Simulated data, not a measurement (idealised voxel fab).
A process module follows: voxel fin reveal.
Section cut is 290 nm wide and gridded with 5 nm square cells.
Cross-section format: a grid of square cells, given as bands from top to bottom; each band is one or more rows of cells.
Band entry format. Leading values: height of top, height of bottom, nm. Remainder: materials in left-to-right order, each with its width in nm. Special words: "all across" on a single material, which then fills the band edge to edge; "air", empty space.
Height is counted from the level 0, under which the received wafer is composed throughout of one material. The lowest of the bands is not closed at the bottom but continues downward, in the notation "from 0 down".
Note: "30 to 40" means the width goes from the first number (top row of the band) to the second number (bottom row) in equal steps per row of cells.
It should be understood that the words "nothing changed", when stated for a given step, signify that the cross-section underwent no change in any of its cells during that step.
"Fully enclosed voids" means: voids of 8 cells or more that are shut off from the top with no open way through. Written width x height at distance, distance from the left edge, in nm.
Where a step's line continues beyond its settings, the continuation is a remark by the simulator itself on that step.
"overlay nm" answers the question of how far to the right of plan the mask lay on a step that has a mask, and when it is negative the answer is to the left.
## Here's what the planned process steps look like
- 1: RECEIVE: material Si
- 2: CONFORMAL_DEP: material SiN, thk nm 5
- 3: DIRECTIONAL_DEP: material aC, thk nm 15
- 4: PATTERN: tone cover, mask id FINS, material resist, width nm 15, pitch nm 35, thk nm 30, overlay nm 0
- 5: DIRECTIONAL_ETCH: etch materials aC, depth nm 15
- 6: STRIP: etch materials resist
- 7: DIRECTIONAL_ETCH: etch materials SiN, depth nm 5
- 8: DIRECTIONAL_ETCH: etch materials Si, depth nm 25
- 9: STRIP: etch materials aC
- 10: OXIDIZE: depth nm 5
- 11: FILL_DEP: material SiO2, thk nm 15
- 12: CMP: height nm 5
- 13: SELECTIVE_ETCH: etch materials SiO2, depth nm 25
- 14: STRIP: etch materials SiN
- 15: CONFORMAL_DEP: material SiO2, thk nm 5
It is noted that the wafers described herein are identical at the outset and are distinguished by the depth nm of step 8; the value stated in the plan corresponds to the first wafer.
## So this is the first of several wafers, cross-sectioned as it came to us, meaning it's at the end of step 1
  from 0 down = Si all across
  Fully enclosed voids: none
## Note: the following table is arranged by wafer, a row apiece. Each row reports the end-of-module state: per material, cells gained (+) or cells lost (-) compared with the wafer as received; closed voids follow
depth nm 25; -324 Si; +198 SiO2; Fully enclosed voids: none
depth nm 30; -378 Si; +252 SiO2; Fully enclosed voids: none
depth nm 35; -432 Si; +306 SiO2; Fully enclosed voids: none
depth nm 40; -486 Si; +360 SiO2; Fully enclosed voids: none
depth nm 45; -540 Si; +414 SiO2; Fully enclosed voids: none
depth nm 50; -594 Si; +468 SiO2; Fully enclosed voids: none
